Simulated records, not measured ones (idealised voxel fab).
process module | voxel lift off
cross-section cut | 295 nm wide | cells 5 nm
A cross-section is a grid of square cells, given in bands from the top down. A band is one or more rows of cells.
Each band's line starts with the height of the band's top and of its bottom, in nm. Then come its materials from left to right, each with its width in nm. One material with "throughout" fills the band from edge to edge. "air" is empty space.
Height 0 is the level under which the wafer as received is all one material. The lowest band goes on downwards, as in "0 down".
A width such as "30 to 40" changes by the same amount from each row of cells to the next, from the band's top row to its bottom row.
"no change" after a step means that no cell of the cross-section changed.
closed voids: empty space of 8 cells or more with no open way to the top, each as width x height at its distance from the left edge, in nm
after a step's settings: what the simulator itself notes on the step
overlay nm, on a step with a mask: how far to the right of its planned place the mask lay; to the left if negative
plan
1 op RECEIVE | material Si
2 op CONFORMAL_DEP | material Al2O3 | thk nm 15
3 op PATTERN | tone open | mask id LINES | material resist | width nm 20 | pitch nm 55 | thk nm 15 | overlay nm 0
4 op DIRECTIONAL_DEP | material Ru | thk nm 5
5 op STRIP | etch materials resist
6 op CONFORMAL_DEP | material SiO2 | thk nm 10
varied across the wafers: width nm of step 3. The plan shows the first wafer's value. All wafers start alike
first wafer as received, after step 1
  0 down: Si throughout
  closed voids: none
first wafer at the end, after step 6
  30 to 25: air 70 | SiO2 40 | air 15 | SiO2 40 | air 15 | SiO2 40 | air 75
  25 to 20: SiO2 throughout
  20 to 15: SiO2 80 | Ru 20 | SiO2 35 | Ru 20 | SiO2 35 | Ru 20 | SiO2 85
  15 to 0: Al2O3 throughout
  0 down: Si throughout
  closed voids: none
last wafer at the end
  30 to 25: air 60 | SiO2 170 | air 65
  25 to 20: SiO2 throughout
  20 to 15: SiO2 70 | Ru 40 | SiO2 15 | Ru 40 | SiO2 15 | Ru 40 | SiO2 75
  15 to 0: Al2O3 throughout
  0 down: Si throughout
  closed voids: none
each wafer at the end: cells of each material gained (+) or lost (-) since it was received, then its closed voids
width nm 20 | +177 Al2O3 | +12 Ru | +130 SiO2 | closed voids: none
width nm 25 | +177 Al2O3 | +15 Ru | +130 SiO2 | closed voids: none
width nm 30 | +177 Al2O3 | +18 Ru | +130 SiO2 | closed voids: none
width nm 35 | +177 Al2O3 | +21 Ru | +130 SiO2 | closed voids: none
width nm 40 | +177 Al2O3 | +24 Ru | +128 SiO2 | closed voids: none
